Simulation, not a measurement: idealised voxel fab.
Process module heading - voxel lift off
The figure presents cross-section cut, which has a width of 145 nm and is divided into square cells with an edge length of 5 nm.
A cross-section is a grid of square cells, given in bands from the top down. A band is one or more rows of cells.
Basically the band line says how high the top is and how high the bottom is, in nm, and then what's in it from left to right, every material with its width in nm. Empty space shows up as "empty", and if a single material carries "edge to edge" it runs the full band edge to edge.
A quick word on heights: they are counted from 0, and under that level the wafer as it came to us is one material throughout. The lowest band is different from the rest in having no bottom; it simply continues downward, written as in "0 -> down".
The width entry "30..40" should be interpreted row by row: the top row of cells in the band takes the first number, the bottom row takes the second number, and the change between adjacent rows is uniform throughout.
Step note "remains unaltered" = no cross-section cell changed.
If an empty space has no open way to the top and is at least 8 cells in size, "Completely sealed voids" lists it, written width x height at distance, where distance is measured from the left edge and every value is in nm.
On each step's line, the part that comes after the settings is the simulator's own comment on the step.
For masked steps, "overlay nm" on the step line gives how far right of plan the mask actually lay; a minus sign means it lay to the left.

[Process steps (planned)]
- 1: RECEIVE (material Si)
- 2: CONFORMAL_DEP (material SiN; thk nm 15)
- 3: PATTERN (tone open; mask id LINES; material resist; width nm 15; pitch nm 30; thk nm 25; overlay nm 0)
- 4: DIRECTIONAL_DEP (material Ru; thk nm 10)
- 5: STRIP (etch materials resist)
- 6: CONFORMAL_DEP (material SiO2; thk nm 10)

[So this is the incoming wafer in cross-section - it's already been through step 1]
- 0 -> down  Si edge to edge
- Completely sealed voids: none

[Wafer at module end, in section. Began as above, planned as above, run with one mistake]
- 35 -> 25  SiO2 edge to edge
- 25 -> 15  Ru=20, then SiO2=15, then Ru=15, then SiO2=15, then Ru=15, then SiO2=15, then Ru=15, then SiO2=15, then Ru=20
- 15 -> 0  SiN edge to edge
- 0 -> down  Si edge to edge
- Completely sealed voids: none
The mistake made against the process plan was this: heads up, step 3 didn't go per plan, it actually ran as PATTERN (tone cover; mask id LINES; material resist; width nm 15; pitch nm 30; thk nm 25; overlay nm 0)
